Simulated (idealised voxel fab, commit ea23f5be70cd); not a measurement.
Process module under the name voxel ribs on slabs
Pictured: cross-section cut, 200 nm wide, on a grid of 5 nm square cells.
For the purposes of this document, a cross-section shall be understood as a grid of square cells, specified as bands listed in top-to-bottom order, each band consisting of one or more rows of cells.
Per band: top height and bottom height in nm, followed by the left-to-right materials and their widths in nm; "full width" marks a single material spanning edge to edge, "empty" marks empty space.
Height is counted from the level 0, under which the received wafer is composed throughout of one material. The lowest of the bands is not closed at the bottom but continues downward, in the notation "from 0 down".
A two-number width, for instance "30 to 40", indicates that the width is equal to the first number in the top row of the band and to the second number in the bottom row, and that it changes by a constant amount per row of cells.
Take "no change" at face value: in the step it is given for, the cross-section changed in none of its cells.
Under "Sealed internal cavities" you'll find the enclosed gaps, the ones with no way out to the top, that are 8 cells or bigger; each reads width x height at distance, with distance counted from the left edge, everything in nm.
Heads up: the bit after the settings on a step's line is the simulator's remark on that step.
overlay nm: on a step with a mask, how far right of its planned place the mask lay; negative means left.
Below is the list of planned process steps
1) RECEIVE | material Si
2) DIRECTIONAL_DEP | material SiO2 | thk nm 25
3) DIRECTIONAL_DEP | material SiN | thk nm 20
4) DIRECTIONAL_DEP | material aC | thk nm 10
5) PATTERN | tone cover | mask id RIB | material resist | width nm 20 | thk nm 30 | overlay nm 0
6) DIRECTIONAL_ETCH | etch materials aC | depth nm 10
7) STRIP | etch materials resist
8) DIRECTIONAL_ETCH | etch materials SiN | depth nm 10
9) STRIP | etch materials aC
10) PATTERN | tone cover | mask id SLAB | material resist | width nm 80 | thk nm 15 | overlay nm 0
11) DIRECTIONAL_ETCH | etch materials SiN | depth nm 10
12) STRIP | etch materials resist
13) FILL_DEP | material SiO2 | thk nm 25
14) CMP | height nm 65
15) DIRECTIONAL_DEP | material W | thk nm 10
16) PATTERN | tone cover | mask id HEATER | material resist | width nm 30 | thk nm 20 | overlay nm 0
17) DIRECTIONAL_ETCH | etch materials W | depth nm 10
18) STRIP | etch materials resist
19) CONFORMAL_DEP | material SiN | thk nm 5
As-received state of the wafer in cross-section, equivalent to post-step 1
- from 0 down  Si full width
- Sealed internal cavities: none
Cross-section at module end, one run error; start and plan unchanged from above
- from 80 to 75  empty=80, then SiN=40, then empty=80
- from 75 to 70  empty=80, then SiN=5, then W=30, then SiN=5, then empty=80
- from 70 to 65  SiN=85, then W=30, then SiN=85
- from 65 to 45  SiO2 full width
- from 45 to 35  SiO2=60, then SiN=30, then SiO2=20, then SiN=30, then SiO2=60
- from 35 to 25  SiN full width
- from 25 to 0  SiO2 full width
- from 0 down  Si full width
- Sealed internal cavities: none
what went wrong: heads up, step 5 didn't go per plan, it actually ran as PATTERN | tone open | mask id RIB | material resist | width nm 20 | thk nm 30 | overlay nm 0
